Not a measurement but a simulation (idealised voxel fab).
Name of the process module below: voxel capacitor over wiring
Displayed cross-section: cut, width of 210 nm, square cells sized 5 nm.
Reading order for cross-sections: top band down to bottom band. Underlying form: a grid of square cells. Band size: one or more rows of cells. The band entry comprises the height of the band's top followed by the height of its bottom, expressed in nm, and subsequently the band's materials from left to right, each stated together with its width in nm. Where a single material is marked with the word "throughout", that material fills the band from edge to edge. The word "empty" represents empty space. Heights from 0 (as-received wafer is one material below). Bottom band endless downward, as "z 0 and below". A width such as "30..40" changes by the same amount from each row of cells to the next, from the band's top row to its bottom row. "remained unchanged" (step): cross-section cells unchanged, all of them. Each empty space that has no open way to the top and spans at least 8 cells appears under "Fully sealed voids" as width x height at distance, the distance counted from the left edge, all in nm. Anything after a step's settings on that line? It's the simulator's own note about the step. overlay nm: for a step with a mask, the amount by which the mask lay right of where it was planned; a negative amount means left of it.

[Listed below are the process steps as planned]
1: RECEIVE, material Si
2: CONFORMAL_DEP, material SiO2, thk nm 10
3: CONFORMAL_DEP, material SiCN, thk nm 5
4: DIRECTIONAL_DEP, material lowk, thk nm 25
5: PATTERN, tone open, mask id METAL_1, material resist, width nm 25, pitch nm 90, thk nm 20, overlay nm 0
6: DIRECTIONAL_ETCH, etch materials lowk, depth nm 25
7: DIRECTIONAL_ETCH, etch materials SiCN, depth nm 5
8: STRIP, etch materials resist
9: CONFORMAL_DEP, material TiN, thk nm 5
10: FILL_DEP, material Ru, thk nm 10
11: CMP, height nm 40
12: CONFORMAL_DEP, material SiCN, thk nm 5
13: DIRECTIONAL_DEP, material SiO2, thk nm 20
14: PATTERN, tone open, mask id PLUG_1, material resist, width nm 15, thk nm 20, overlay nm 0
15: DIRECTIONAL_ETCH, etch materials SiO2, depth nm 20
16: DIRECTIONAL_ETCH, etch materials SiCN, depth nm 5
17: STRIP, etch materials resist
18: EPI, material Ru, thk nm 10
19: EPI, material Ru, thk nm 10
20: EPI, material Ru, thk nm 5
21: DIRECTIONAL_DEP, material TiN, thk nm 5
22: DIRECTIONAL_DEP, material Al2O3, thk nm 5
23: DIRECTIONAL_DEP, material TiN, thk nm 5
24: DIRECTIONAL_DEP, material aC, thk nm 15
25: PATTERN, tone cover, mask id UPPER_PLATE, material resist, width nm 70, thk nm 35, overlay nm 0
26: DIRECTIONAL_ETCH, etch materials aC, depth nm 15
27: STRIP, etch materials resist
28: DIRECTIONAL_ETCH, etch materials TiN, depth nm 5
29: DIRECTIONAL_ETCH, etch materials Al2O3, depth nm 5
30: STRIP, etch materials aC
31: DIRECTIONAL_DEP, material aC, thk nm 10
32: PATTERN, tone cover, mask id LOWER_PLATE, material resist, width nm 80, thk nm 25, overlay nm 0
33: DIRECTIONAL_ETCH, etch materials aC, depth nm 10
34: STRIP, etch materials resist
35: DIRECTIONAL_ETCH, etch materials TiN, depth nm 5
36: STRIP, etch materials aC
37: FILL_DEP, material SiO2, thk nm 20
38: CMP, height nm 95
39: PATTERN, tone open, mask id PLUG_2, material resist, width nm 15, thk nm 20, overlay nm 0
40: DIRECTIONAL_ETCH, etch materials SiO2, depth nm 15
41: STRIP, etch materials resist
42: CONFORMAL_DEP, material TiN, thk nm 5
43: FILL_DEP, material W, thk nm 10
44: CMP, height nm 95
45: CONFORMAL_DEP, material SiN, thk nm 5

[As received (post step 1): cross-section]
    z 0 and below | Si throughout
    Fully sealed voids: none

[Post-module cross-section of the first of two wafers (run per plan)]
    z 100 to 95 | SiN throughout
    z 95 to 85 | SiO2 (65) / TiN (5) / W (5) / TiN (5) / SiO2 (130)
    z 85 to 75 | SiO2 (65..55) / TiN (15..70) / SiO2 (130..85)
    z 75 to 70 | SiO2 (55) / Al2O3 (70) / SiO2 (85)
    z 70 to 65 | SiO2 (50) / TiN (80) / SiO2 (80)
    z 65 to 45 | SiO2 (55) / Ru (15) / SiO2 (140)
    z 45 to 40 | SiCN (55) / Ru (15) / SiCN (140)
    z 40 to 15 | lowk (45) / TiN (5) / Ru (15) / TiN (5) / lowk (65) / TiN (5) / Ru (15) / TiN (5) / lowk (50)
    z 15 to 10 | SiCN (45) / TiN (25) / SiCN (65) / TiN (25) / SiCN (50)
    z 10 to 0 | SiO2 throughout
    z 0 and below | Si throughout
    Fully sealed voids: none

[The second wafer, shown in cross-section after the module: started the same way as the first and given the same plan, yet one mistake crept into how it was run]
    z 100 to 95 | SiN throughout
    z 95 to 85 | SiO2 (65) / TiN (5) / W (5) / TiN (5) / SiO2 (130)
    z 85 to 75 | SiO2 (65..55) / TiN (15..70) / SiO2 (130..85)
    z 75 to 70 | SiO2 (55) / Al2O3 (70) / SiO2 (85)
    z 70 to 65 | SiO2 (50) / TiN (80) / SiO2 (80)
    z 65 to 45 | SiO2 (55) / Ru (15) / SiO2 (140)
    z 45 to 40 | SiCN (55) / Ru (15) / SiCN (140)
    z 40 to 35 | TiN (50) / Ru (15) / TiN (75) / Ru (15) / TiN (55)
    z 35 to 10 | lowk (45) / TiN (5) / Ru (15) / TiN (5) / lowk (65) / TiN (5) / Ru (15) / TiN (5) / lowk (50)
    z 10 to 5 | SiCN (45) / TiN (25) / SiCN (65) / TiN (25) / SiCN (50)
    z 5 to 0 | SiO2 throughout
    z 0 and below | Si throughout
    Fully sealed voids: none
Want to know what went wrong? the process deviated at step 2: the operation and settings actually run there were CONFORMAL_DEP, material SiO2, thk nm 5
Counted in cells at the end, the second wafer holds more or fewer of these materials than the first: +6 Ru, -42 SiO2, +36 TiN
